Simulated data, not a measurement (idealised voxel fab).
Process module under the name voxel wiring stack
Pictured: cross-section cut, 170 nm wide, on a grid of 5 nm square cells.
Square cells in a grid make up a cross-section in this document, and the grid is given as bands, listed from the top down, each one or more rows of cells.
Basically the band line says how high the top is and how high the bottom is, in nm, and then what's in it from left to right, every material with its width in nm. Empty space shows up as "empty", and if a single material carries "full width" it runs the full band edge to edge.
Ref level 0: as-received wafer is one material below here. Bottom band extends down with no lower bound ("0 -> down").
Width spec "30->40" -> top row of cells at first value, bottom row at second value, equal per-row change in between.
For the purposes of this document, the phrase "nothing was modified" attached to a step denotes that no cell within the cross-section was modified by that step.
The entry "Closed cavity list" lists the empty spaces that cover at least 8 cells and have no open path to the top. Each is written as width x height at distance, where the distance is measured from the left edge and all three values are in nm.
On each step's line, the part that comes after the settings is the simulator's own comment on the step.
The setting "overlay nm" may be written on the line of a step. When the step uses a mask, the value reports how far to the right of the planned place the mask lay, and a negative value reports that it lay to the left.

-- Planned process steps
| 1 | RECEIVE: material Si |
| 2 | CONFORMAL_DEP: material SiO2, thk nm 10 |
| 3 | DIRECTIONAL_DEP: material TiN, thk nm 5 |
| 4 | DIRECTIONAL_DEP: material W, thk nm 25 |
| 5 | PATTERN: tone cover, mask id METAL_1, material resist, width nm 30, pitch nm 55, thk nm 20, overlay nm 0 |
| 6 | DIRECTIONAL_ETCH: etch materials W, depth nm 25 |
| 7 | DIRECTIONAL_ETCH: etch materials TiN, depth nm 5 |
| 8 | STRIP: etch materials resist |
| 9 | FILL_DEP: material lowk, thk nm 5 |
| 10 | CMP: height nm 40 |
| 11 | CONFORMAL_DEP: material SiCN, thk nm 5 |
| 12 | DIRECTIONAL_DEP: material lowk, thk nm 20 |
| 13 | DIRECTIONAL_DEP: material aC, thk nm 10 |
| 14 | PATTERN: tone open, mask id PLUG_1, material resist, width nm 15, pitch nm 55, thk nm 25, overlay nm 0 |
| 15 | DIRECTIONAL_ETCH: etch materials aC, depth nm 10 |
| 16 | STRIP: etch materials resist |
| 17 | DIRECTIONAL_ETCH: etch materials lowk, depth nm 20 |
| 18 | DIRECTIONAL_ETCH: etch materials SiCN, depth nm 5 |
| 19 | STRIP: etch materials aC |
| 20 | CONFORMAL_DEP: material TiN, thk nm 5 |
| 21 | FILL_DEP: material Cu, thk nm 10 |
| 22 | CMP: height nm 65 |
| 23 | CONFORMAL_DEP: material SiN, thk nm 5 |
| 24 | DIRECTIONAL_DEP: material SiO2, thk nm 15 |
| 25 | MASKED_ETCH: tone open, mask id METAL_2, width nm 30, pitch nm 55, etch materials SiO2, depth nm 15, overlay nm 0 |
| 26 | MASKED_ETCH: tone open, mask id METAL_2, width nm 30, pitch nm 55, etch materials SiN, depth nm 5, overlay nm 0 |
| 27 | CONFORMAL_DEP: material TiN, thk nm 5 |
| 28 | FILL_DEP: material Cu, thk nm 10 |
| 29 | CMP: height nm 85 |
| 30 | CONFORMAL_DEP: material SiCN, thk nm 5 |

-- Cross-section: wafer on arrival = after step 1
    0 -> down  Si full width
    Closed cavity list: none

-- Look at the cross-section after the module: the wafer started out the way shown above and the plan was the one shown above, yet one mistake was made along the way
    90 -> 85  SiCN full width
    85 -> 70  15 SiO2 / 5 TiN / 20 Cu / 5 TiN / 25 SiO2 / 5 TiN / 20 Cu / 5 TiN / 25 SiO2 / 5 TiN / 20 Cu / 5 TiN / 15 SiO2
    70 -> 65  15 SiN / 30 TiN / 25 SiN / 30 TiN / 25 SiN / 30 TiN / 15 SiN
    65 -> 45  25 lowk / 5 TiN / 5 Cu / 5 TiN / 40 lowk / 5 TiN / 5 Cu / 5 TiN / 40 lowk / 5 TiN / 5 Cu / 5 TiN / 20 lowk
    45 -> 40  25 SiCN / 15 TiN / 40 SiCN / 15 TiN / 40 SiCN / 15 TiN / 20 SiCN
    40 -> 15  15 lowk / 30 W / 25 lowk / 30 W / 25 lowk / 30 W / 15 lowk
    15 -> 10  15 lowk / 30 TiN / 25 lowk / 30 TiN / 25 lowk / 30 TiN / 15 lowk
    10 -> 0  SiO2 full width
    0 -> down  Si full width
    Closed cavity list: none
Run error: step 14 went in with a setting other than planned; the actual run was PATTERN: tone open, mask id PLUG_1, material resist, width nm 15, pitch nm 55, thk nm 25, overlay nm 10
